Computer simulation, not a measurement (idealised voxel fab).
Process module, titled voxel tone inversion
The figure presents cross-section cut, which has a width of 200 nm and is divided into square cells with an edge length of 5 nm.
Cross-section layout: square cells on a grid; listed as bands, top to bottom; a band spans one or more cell rows.
Heads up on the band format: heights come first, top then bottom, in nm. After that it's the materials left to right, each with its width in nm. A single material flagged "throughout" fills the whole band edge to edge, and "air" means there's empty space there.
Zero point of the height axis is 0; under it, received wafer = one material. Lowest band: continues down indefinitely, "0 nm and below".
Width "30..40": first value at the band's top row of cells, second value at its bottom row, equal change from row to row.
"same as before" for a step: no cell of the cross-section changed in that step.
Closed void catalog: empty space of 8 cells or more with no open way to the top, each as width x height at its distance from the left edge, in nm
Whatever follows a step's settings on its line is a remark the simulator itself makes about that step.
The "overlay nm" setting may appear on a step's line; for a step that uses a mask, it gives how far to the right of its planned position the mask lay, and a negative value indicates the left.
Here's what the planned process steps look like:
1. RECEIVE | material Si
2. CONFORMAL_DEP | material SiCN | thk nm 5
3. DIRECTIONAL_DEP | material polySi | thk nm 25
4. PATTERN | tone cover | mask id POSTS | material resist | width nm 25 | pitch nm 45 | thk nm 30 | overlay nm 0
5. DIRECTIONAL_ETCH | etch materials polySi | depth nm 25
6. STRIP | etch materials resist
7. FILL_DEP | material lowk | thk nm 10
8. CMP | height nm 30
9. STRIP | etch materials polySi
10. CONFORMAL_DEP | material TiN | thk nm 5
11. FILL_DEP | material Cu | thk nm 10
12. CMP | height nm 30
13. CONFORMAL_DEP | material SiN | thk nm 5
First of the two wafers, run per plan:
Cross-section of the incoming wafer, state after step 1:
	0 nm and below  Si throughout
	Closed void catalog: none
Cross-section through the wafer, step 2 finished:
	5 nm to 0 nm  SiCN throughout
	Nothing below the height 0 has changed.
Cross-section through the wafer, step 3 finished:
	30 nm to 5 nm  polySi throughout
	Nothing below the height 5 has changed.
Cross-section through the wafer, step 4 finished:
	60 nm to 30 nm  air: 40 / resist: 25 / air: 20 / resist: 25 / air: 20 / resist: 25 / air: 45
	Nothing below the height 30 has changed.
Cross-section through the wafer, step 5 finished:
	60 nm to 30 nm  air: 40 / resist: 25 / air: 20 / resist: 25 / air: 20 / resist: 25 / air: 45
	30 nm to 5 nm  air: 40 / polySi: 25 / air: 20 / polySi: 25 / air: 20 / polySi: 25 / air: 45
	Nothing below the height 5 has changed.
Cross-section through the wafer, step 6 finished:
	30 nm to 5 nm  air: 40 / polySi: 25 / air: 20 / polySi: 25 / air: 20 / polySi: 25 / air: 45
	Nothing below the height 5 has changed.
Cross-section through the wafer, step 7 finished:
	40 nm to 30 nm  lowk throughout
	30 nm to 5 nm  lowk: 40 / polySi: 25 / lowk: 20 / polySi: 25 / lowk: 20 / polySi: 25 / lowk: 45
	Nothing below the height 5 has changed.
Cross-section through the wafer, step 8 finished:
	30 nm to 5 nm  lowk: 40 / polySi: 25 / lowk: 20 / polySi: 25 / lowk: 20 / polySi: 25 / lowk: 45
	Nothing below the height 5 has changed.
Cross-section through the wafer, step 9 finished:
	30 nm to 5 nm  lowk: 40 / air: 25 / lowk: 20 / air: 25 / lowk: 20 / air: 25 / lowk: 45
	Nothing below the height 5 has changed.
Cross-section through the wafer, step 10 finished:
	35 nm to 30 nm  TiN: 45 / air: 15 / TiN: 30 / air: 15 / TiN: 30 / air: 15 / TiN: 50
	30 nm to 10 nm  lowk: 40 / TiN: 5 / air: 15 / TiN: 5 / lowk: 20 / TiN: 5 / air: 15 / TiN: 5 / lowk: 20 / TiN: 5 / air: 15 / TiN: 5 / lowk: 45
	10 nm to 5 nm  lowk: 40 / TiN: 25 / lowk: 20 / TiN: 25 / lowk: 20 / TiN: 25 / lowk: 45
	Nothing below the height 5 has changed.
Cross-section through the wafer, step 11 finished:
	45 nm to 35 nm  Cu throughout
	35 nm to 30 nm  TiN: 45 / Cu: 15 / TiN: 30 / Cu: 15 / TiN: 30 / Cu: 15 / TiN: 50
	30 nm to 10 nm  lowk: 40 / TiN: 5 / Cu: 15 / TiN: 5 / lowk: 20 / TiN: 5 / Cu: 15 / TiN: 5 / lowk: 20 / TiN: 5 / Cu: 15 / TiN: 5 / lowk: 45
	Nothing below the height 10 has changed.
Cross-section through the wafer, step 12 finished:
	30 nm to 10 nm  lowk: 40 / TiN: 5 / Cu: 15 / TiN: 5 / lowk: 20 / TiN: 5 / Cu: 15 / TiN: 5 / lowk: 20 / TiN: 5 / Cu: 15 / TiN: 5 / lowk: 45
	Nothing below the height 10 has changed.
Cross-section through the wafer, step 13 finished:
	35 nm to 30 nm  SiN throughout
	Nothing below the height 30 has changed.
It is to be noted that the second wafer proceeded from the same initial state and according to the same plan as the first, although one mistake was committed in its execution; through step 3, inclusive, the two wafers share an identical history:
Cross-section of the second wafer when, according to plan, step 4 should have finished:
	60 nm to 30 nm  air: 40 / resist: 30 / air: 15 / resist: 30 / air: 15 / resist: 30 / air: 40
	Nothing below the height 30 has changed.
Cross-section of the second wafer when, according to plan, step 5 should have finished:
	60 nm to 30 nm  air: 40 / resist: 30 / air: 15 / resist: 30 / air: 15 / resist: 30 / air: 40
	30 nm to 5 nm  air: 40 / polySi: 30 / air: 15 / polySi: 30 / air: 15 / polySi: 30 / air: 40
	Nothing below the height 5 has changed.
Cross-section of the second wafer when, according to plan, step 6 should have finished:
	30 nm to 5 nm  air: 40 / polySi: 30 / air: 15 / polySi: 30 / air: 15 / polySi: 30 / air: 40
	Nothing below the height 5 has changed.
Cross-section of the second wafer when, according to plan, step 7 should have finished:
	40 nm to 30 nm  lowk throughout
	30 nm to 5 nm  lowk: 40 / polySi: 30 / lowk: 15 / polySi: 30 / lowk: 15 / polySi: 30 / lowk: 40
	Nothing below the height 5 has changed.
Cross-section of the second wafer when, according to plan, step 8 should have finished:
	30 nm to 5 nm  lowk: 40 / polySi: 30 / lowk: 15 / polySi: 30 / lowk: 15 / polySi: 30 / lowk: 40
	Nothing below the height 5 has changed.
Cross-section of the second wafer when, according to plan, step 9 should have finished:
	30 nm to 5 nm  lowk: 40 / air: 30 / lowk: 15 / air: 30 / lowk: 15 / air: 30 / lowk: 40
	Nothing below the height 5 has changed.
Cross-section of the second wafer when, according to plan, step 10 should have finished:
	35 nm to 30 nm  TiN: 45 / air: 20 / TiN: 25 / air: 20 / TiN: 25 / air: 20 / TiN: 45
	30 nm to 10 nm  lowk: 40 / TiN: 5 / air: 20 / TiN: 5 / lowk: 15 / TiN: 5 / air: 20 / TiN: 5 / lowk: 15 / TiN: 5 / air: 20 / TiN: 5 / lowk: 40
	10 nm to 5 nm  lowk: 40 / TiN: 30 / lowk: 15 / TiN: 30 / lowk: 15 / TiN: 30 / lowk: 40
	Nothing below the height 5 has changed.
Cross-section of the second wafer when, according to plan, step 11 should have finished:
	45 nm to 35 nm  Cu throughout
	35 nm to 30 nm  TiN: 45 / Cu: 20 / TiN: 25 / Cu: 20 / TiN: 25 / Cu: 20 / TiN: 45
	30 nm to 10 nm  lowk: 40 / TiN: 5 / Cu: 20 / TiN: 5 / lowk: 15 / TiN: 5 / Cu: 20 / TiN: 5 / lowk: 15 / TiN: 5 / Cu: 20 / TiN: 5 / lowk: 40
	Nothing below the height 10 has changed.
Cross-section of the second wafer when, according to plan, step 12 should have finished:
	30 nm to 10 nm  lowk: 40 / TiN: 5 / Cu: 20 / TiN: 5 / lowk: 15 / TiN: 5 / Cu: 20 / TiN: 5 / lowk: 15 / TiN: 5 / Cu: 20 / TiN: 5 / lowk: 40
	Nothing below the height 10 has changed.
Cross-section of the second wafer when, according to plan, step 13 should have finished:
	35 nm to 30 nm  SiN throughout
	Nothing below the height 30 has changed.
Processing error: heads up, step 4 didn't go per plan, it actually ran as PATTERN | tone cover | mask id POSTS | material resist | width nm 30 | pitch nm 45 | thk nm 30 | overlay nm 0
Once processing is complete, comparing cell counts shows that the second wafer has more or fewer of certain materials than the first: Cu: 12 more, TiN: 3 more, lowk: 15 fewer
